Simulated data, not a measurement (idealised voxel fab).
The name of this process module is voxel released beams.
It is cross-section cut that appears here, measuring 300 nm in width, its square cells being 5 nm in size.
Bands, listed from the top down, are how a cross-section gets written in this document; the cross-section itself is a grid of square cells, and a band is one or more rows of them. This entry defines a band. It first specifies the height of the band's top and the height of its bottom in nm, and then specifies the band's materials from left to right, stating each material with its width in nm. The word "everywhere" identifies a single material that fills the band from edge to edge, while the word "blank" identifies empty space. Heights from 0 (as-received wafer is one material below). Bottom band endless downward, as "0 nm and below". The two numbers in a width such as "30..40" mark its ends across the band: the first belongs to the top row of cells, the second to the bottom row, and from each row to the next the width moves by the same amount. "no modification" for a step: no cell of the cross-section changed in that step. You'll see "Closed void catalog" listing empty spaces that have no way open to the top, as long as they're 8 cells or more; the notation is width x height at distance, where the distance is from the left edge, and all of it is in nm. What comes after the settings on a step's line is commentary from the simulator itself on that step. "overlay nm", when on a step's line for a step with a mask, measures how far to the right of its planned place the mask lay; a negative measure means to the left.

## The following list gives the planned process steps
1: RECEIVE (material Si)
2: CONFORMAL_DEP (material Al2O3; thk nm 10)
3: DIRECTIONAL_DEP (material SiO2; thk nm 15)
4: MASKED_ETCH (tone open; mask id ANCHOR; width nm 35; etch materials SiO2; depth nm 15; overlay nm 0)
5: CONFORMAL_DEP (material W; thk nm 10)
6: PATTERN (tone cover; mask id BEAM; material resist; width nm 100; thk nm 20; overlay nm 0)
7: DIRECTIONAL_ETCH (etch materials W; depth nm 10)
8: STRIP (etch materials resist)
9: STRIP (etch materials SiO2)

## What follows covers the first of two wafers; it ran as planned

## As-received state of the wafer in cross-section, equivalent to post-step 1
0 nm and below: Si everywhere
Closed void catalog: none

## Presented here is a cross-section of the wafer after step 2 has been performed
10 nm to 0 nm: Al2O3 everywhere
Nothing below the height 0 has changed.

## Presented here is a cross-section of the wafer after step 3 has been performed
25 nm to 10 nm: SiO2 everywhere
Nothing below the height 10 has changed.

## Presented here is a cross-section of the wafer after step 4 has been performed
25 nm to 10 nm: 100 of SiO2, then 35 of blank, then 165 of SiO2
Nothing below the height 10 has changed.

## Presented here is a cross-section of the wafer after step 5 has been performed
35 nm to 25 nm: 110 of W, then 15 of blank, then 175 of W
25 nm to 20 nm: 100 of SiO2, then 10 of W, then 15 of blank, then 10 of W, then 165 of SiO2
20 nm to 10 nm: 100 of SiO2, then 35 of W, then 165 of SiO2
Nothing below the height 10 has changed.

## Presented here is a cross-section of the wafer after step 6 has been performed
55 nm to 35 nm: 95 of blank, then 100 of resist, then 105 of blank
35 nm to 25 nm: 110 of W, then 15 of resist, then 175 of W
25 nm to 20 nm: 100 of SiO2, then 10 of W, then 15 of resist, then 10 of W, then 165 of SiO2
Nothing below the height 20 has changed.

## Presented here is a cross-section of the wafer after step 7 has been performed
55 nm to 35 nm: 95 of blank, then 100 of resist, then 105 of blank
35 nm to 25 nm: 95 of blank, then 15 of W, then 15 of resist, then 70 of W, then 105 of blank
Nothing below the height 25 has changed.

## Presented here is a cross-section of the wafer after step 8 has been performed
35 nm to 25 nm: 95 of blank, then 15 of W, then 15 of blank, then 70 of W, then 105 of blank
25 nm to 20 nm: 100 of SiO2, then 10 of W, then 15 of blank, then 10 of W, then 165 of SiO2
Nothing below the height 20 has changed.

## Presented here is a cross-section of the wafer after step 9 has been performed
35 nm to 25 nm: 95 of blank, then 15 of W, then 15 of blank, then 70 of W, then 105 of blank
25 nm to 20 nm: 100 of blank, then 10 of W, then 15 of blank, then 10 of W, then 165 of blank
20 nm to 10 nm: 100 of blank, then 35 of W, then 165 of blank
Nothing below the height 10 has changed.

## Second Wafer (Identical Start and Plan, One Processing Error; Matches First Wafer Through Step 3)

## Cross-sectional view of the second wafer at the intended end time of process step 4
25 nm to 10 nm: 100 of blank, then 35 of SiO2, then 165 of blank
Nothing below the height 10 has changed.

## Cross-sectional view of the second wafer at the intended end time of process step 5
35 nm to 25 nm: 90 of blank, then 55 of W, then 155 of blank
25 nm to 20 nm: 90 of blank, then 10 of W, then 35 of SiO2, then 10 of W, then 155 of blank
20 nm to 10 nm: 100 of W, then 35 of SiO2, then 165 of W
Nothing below the height 10 has changed.

## Cross-sectional view of the second wafer at the intended end time of process step 6
55 nm to 35 nm: 95 of blank, then 100 of resist, then 105 of blank
35 nm to 25 nm: 90 of blank, then 55 of W, then 50 of resist, then 105 of blank
25 nm to 20 nm: 90 of blank, then 10 of W, then 35 of SiO2, then 10 of W, then 50 of resist, then 105 of blank
Nothing below the height 20 has changed.

## Cross-sectional view of the second wafer at the intended end time of process step 7
55 nm to 35 nm: 95 of blank, then 100 of resist, then 105 of blank
35 nm to 25 nm: 95 of blank, then 50 of W, then 50 of resist, then 105 of blank
25 nm to 20 nm: 90 of blank, then 10 of W, then 35 of SiO2, then 10 of W, then 50 of resist, then 105 of blank
20 nm to 10 nm: 90 of blank, then 10 of W, then 35 of SiO2, then 60 of W, then 105 of blank
Nothing below the height 10 has changed.

## Cross-sectional view of the second wafer at the intended end time of process step 8
35 nm to 25 nm: 95 of blank, then 50 of W, then 155 of blank
25 nm to 20 nm: 90 of blank, then 10 of W, then 35 of SiO2, then 10 of W, then 155 of blank
Nothing below the height 20 has changed.

Cross-sectional view of the second wafer at the intended end time of process step 9: no modification
Deviation from plan: step 4 changed vs plan, executed as MASKED_ETCH (tone cover; mask id ANCHOR; width nm 35; etch materials SiO2; depth nm 15; overlay nm 0)
In the final state, the cell counts of the second wafer exceed or fall short of those of the first for the following materials: SiO2 +21
